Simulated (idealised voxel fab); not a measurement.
Herein follows the process module entitled voxel double patterning.
We display cut, a cross-section 150 nm in width whose square cells are each 5 nm.
Notation: cross-section as square-cell grid; stated in bands, top first, going down; one or more cell rows per band.
Per band: top height and bottom height in nm, followed by the left-to-right materials and their widths in nm; "all across" marks a single material spanning edge to edge, "blank" marks empty space.
Heights are expressed relative to 0, this being the level below which the as-received wafer comprises one material exclusively. The lowest band is unbounded in the downward direction and is denoted as in "0..down".
Width spec "30->40" -> top row of cells at first value, bottom row at second value, equal per-row change in between.
"changes: none" for a step: no cell of the cross-section changed in that step.
"Trapped void list": sealed empty spaces, 8 cells or more, no open way to top, listed width x height at distance, with distance from the left edge and width, height and distance in nm.
Heads up: the bit after the settings on a step's line is the simulator's remark on that step.
overlay nm: mask right of planned place by this much (step with mask). Neg. = left.
**Process steps foreseen in the plan**
1. RECEIVE with material Si
2. CONFORMAL_DEP with material SiN, thk nm 5
3. DIRECTIONAL_DEP with material SiO2, thk nm 20
4. DIRECTIONAL_DEP with material SiCN, thk nm 5
5. DIRECTIONAL_DEP with material aC, thk nm 10
6. PATTERN with tone open, mask id FIRST, material resist, width nm 15, pitch nm 50, thk nm 25, overlay nm 0
7. DIRECTIONAL_ETCH with etch materials aC, depth nm 10
8. STRIP with etch materials resist
9. DIRECTIONAL_ETCH with etch materials SiCN, depth nm 5
10. STRIP with etch materials aC
11. PATTERN with tone open, mask id SECOND, material resist, width nm 15, pitch nm 50, thk nm 15, overlay nm 0
12. DIRECTIONAL_ETCH with etch materials SiCN, depth nm 5
13. STRIP with etch materials resist
14. DIRECTIONAL_ETCH with etch materials SiO2, depth nm 20
15. STRIP with etch materials SiCN
The plan's step 11 width nm is the first wafer's value; the wafers differ in this setting and start identical.
**first wafer as received, after step 1**
  0..down  Si all across
  Trapped void list: none
**Cross-section after step 15, the final step of the module, for the first of several wafers**
  25..5  15 of SiO2, 15 of blank, 10 of SiO2, 15 of blank, 10 of SiO2, 15 of blank, 10 of SiO2, 15 of blank, 10 of SiO2, 15 of blank, 20 of SiO2
  5..0  SiN all across
  0..down  Si all across
  Trapped void list: none
**Last-wafer cross-section at the end of the module**
  25..5  15 of SiO2, 15 of blank, 5 of SiO2, 45 of blank, 5 of SiO2, 45 of blank, 20 of SiO2
  5..0  SiN all across
  0..down  Si all across
  Trapped void list: none
**Where each wafer stands at the end of the module, a row apiece: cells of each material gained (+) or lost (-) since it was received, then closed voids**
width nm 15 | +30 SiN | +60 SiO2 | Trapped void list: none
width nm 20 | +30 SiN | +52 SiO2 | Trapped void list: none
width nm 25 | +30 SiN | +44 SiO2 | Trapped void list: none
width nm 30 | +30 SiN | +36 SiO2 | Trapped void list: none
